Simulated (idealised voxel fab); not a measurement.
The process module presented herein is designated voxel spacer lines.
Cross-sectional view cut (width: 295 nm; square cell size: 5 nm).
Cross-section = grid of square cells, listed top down in bands; band = one or more rows.
Band: top height; bottom height; in nm. Then, left to right: material with width in nm, for each material. "all across": a single material spanning edge to edge. "blank": empty space.
Below 0: as-received wafer, all one material; heights counted from there. Lowest band: no bottom, goes on down, written "from 0 down".
Graded width ("30->40"): value in top row of band = first number; value in bottom row = second number; row-to-row change constant.
Step marked "no alterations made"? Then no cell in the cross-section changed in it.
In "Unvented cavities" the enclosed voids are listed, meaning empty spaces of 8 cells or larger without any opening to the top. The form is width x height at distance, distance from the left edge, units nm.
Formally, on a step line, whatever follows the settings is a remark that the simulator itself makes on the step.
A step line may carry the setting "overlay nm", which, for steps involving a mask, states the distance by which the mask lay to the right of its intended position; negative values denote displacement to the left.

# Listed below are the process steps as planned
1 RECEIVE, material Si
2 CONFORMAL_DEP, material Al2O3, thk nm 10
3 DIRECTIONAL_DEP, material TiN, thk nm 15
4 DIRECTIONAL_DEP, material polySi, thk nm 30
5 PATTERN, tone cover, mask id MANDREL, material resist, width nm 15, pitch nm 50, thk nm 35, overlay nm 0
6 DIRECTIONAL_ETCH, etch materials polySi, depth nm 30
7 STRIP, etch materials resist
8 CONFORMAL_DEP, material SiN, thk nm 10
9 DIRECTIONAL_ETCH, etch materials SiN, depth nm 10
10 STRIP, etch materials polySi
11 DIRECTIONAL_ETCH, etch materials TiN, depth nm 15
12 STRIP, etch materials SiN
13 FILL_DEP, material SiO2, thk nm 10
14 CMP, height nm 25

# Below: the first of two wafers, run as planned

# As received (post step 1): cross-section
    from 0 down = Si all across
    Unvented cavities: none

# Step 2 complete: cross-section through the wafer
    from 10 to 0 = Al2O3 all across
    Everything below 0 is unchanged.

# Step 3 complete: cross-section through the wafer
    from 25 to 10 = TiN all across
    Everything below 10 is unchanged.

# Step 4 complete: cross-section through the wafer
    from 55 to 25 = polySi all across
    Everything below 25 is unchanged.

# Step 5 complete: cross-section through the wafer
    from 90 to 55 = blank=115  resist=15  blank=35  resist=15  blank=115
    Everything below 55 is unchanged.

# Step 6 complete: cross-section through the wafer
    from 90 to 55 = blank=115  resist=15  blank=35  resist=15  blank=115
    from 55 to 25 = blank=115  polySi=15  blank=35  polySi=15  blank=115
    Everything below 25 is unchanged.

# Step 7 complete: cross-section through the wafer
    from 55 to 25 = blank=115  polySi=15  blank=35  polySi=15  blank=115
    Everything below 25 is unchanged.

# Step 8 complete: cross-section through the wafer
    from 65 to 55 = blank=105  SiN=35  blank=15  SiN=35  blank=105
    from 55 to 35 = blank=105  SiN=10  polySi=15  SiN=10  blank=15  SiN=10  polySi=15  SiN=10  blank=105
    from 35 to 25 = SiN=115  polySi=15  SiN=35  polySi=15  SiN=115
    Everything below 25 is unchanged.

# Step 9 complete: cross-section through the wafer
    from 55 to 25 = blank=105  SiN=10  polySi=15  SiN=10  blank=15  SiN=10  polySi=15  SiN=10  blank=105
    Everything below 25 is unchanged.

# Step 10 complete: cross-section through the wafer
    from 55 to 25 = blank=105  SiN=10  blank=15  SiN=10  blank=15  SiN=10  blank=15  SiN=10  blank=105
    Everything below 25 is unchanged.

# Step 11 complete: cross-section through the wafer
    from 55 to 25 = blank=105  SiN=10  blank=15  SiN=10  blank=15  SiN=10  blank=15  SiN=10  blank=105
    from 25 to 10 = blank=105  TiN=10  blank=15  TiN=10  blank=15  TiN=10  blank=15  TiN=10  blank=105
    Everything below 10 is unchanged.

# Step 12 complete: cross-section through the wafer
    from 25 to 10 = blank=105  TiN=10  blank=15  TiN=10  blank=15  TiN=10  blank=15  TiN=10  blank=105
    Everything below 10 is unchanged.

# Step 13 complete: cross-section through the wafer
    from 35 to 25 = SiO2 all across
    from 25 to 10 = SiO2=105  TiN=10  SiO2=15  TiN=10  SiO2=15  TiN=10  SiO2=15  TiN=10  SiO2=105
    Everything below 10 is unchanged.

# Step 14 complete: cross-section through the wafer
    from 25 to 10 = SiO2=105  TiN=10  SiO2=15  TiN=10  SiO2=15  TiN=10  SiO2=15  TiN=10  SiO2=105
    Everything below 10 is unchanged.

# The remaining wafer, second of the two, started like the first and was run to the same plan, except that one mistake was made along the way; the two coincide through step 7, inclusive

# Second wafer, cross-section, planned end of step 8
    from 60 to 55 = blank=110  SiN=25  blank=25  SiN=25  blank=110
    from 55 to 30 = blank=110  SiN=5  polySi=15  SiN=5  blank=25  SiN=5  polySi=15  SiN=5  blank=110
    from 30 to 25 = SiN=115  polySi=15  SiN=35  polySi=15  SiN=115
    Everything below 25 is unchanged.

# Second wafer, cross-section, planned end of step 9
    from 55 to 50 = blank=115  polySi=15  blank=35  polySi=15  blank=115
    from 50 to 25 = blank=110  SiN=5  polySi=15  SiN=5  blank=25  SiN=5  polySi=15  SiN=5  blank=110
    Everything below 25 is unchanged.

# Second wafer, cross-section, planned end of step 10
    from 50 to 25 = blank=110  SiN=5  blank=15  SiN=5  blank=25  SiN=5  blank=15  SiN=5  blank=110
    Everything below 25 is unchanged.

# Second wafer, cross-section, planned end of step 11
    from 50 to 25 = blank=110  SiN=5  blank=15  SiN=5  blank=25  SiN=5  blank=15  SiN=5  blank=110
    from 25 to 10 = blank=110  TiN=5  blank=15  TiN=5  blank=25  TiN=5  blank=15  TiN=5  blank=110
    Everything below 10 is unchanged.

# Second wafer, cross-section, planned end of step 12
    from 25 to 10 = blank=110  TiN=5  blank=15  TiN=5  blank=25  TiN=5  blank=15  TiN=5  blank=110
    Everything below 10 is unchanged.

# Second wafer, cross-section, planned end of step 13
    from 35 to 25 = SiO2 all across
    from 25 to 10 = SiO2=110  TiN=5  SiO2=15  TiN=5  SiO2=25  TiN=5  SiO2=15  TiN=5  SiO2=110
    Everything below 10 is unchanged.

# Second wafer, cross-section, planned end of step 14
    from 25 to 10 = SiO2=110  TiN=5  SiO2=15  TiN=5  SiO2=25  TiN=5  SiO2=15  TiN=5  SiO2=110
    Everything below 10 is unchanged.
Where did the run depart from the plan? step 8 did not use the planned setting and instead ran as CONFORMAL_DEP, material SiN, thk nm 5
End of process, cell counts, second wafer against first, materials with more or fewer: SiO2: 12 more; TiN: 12 fewer
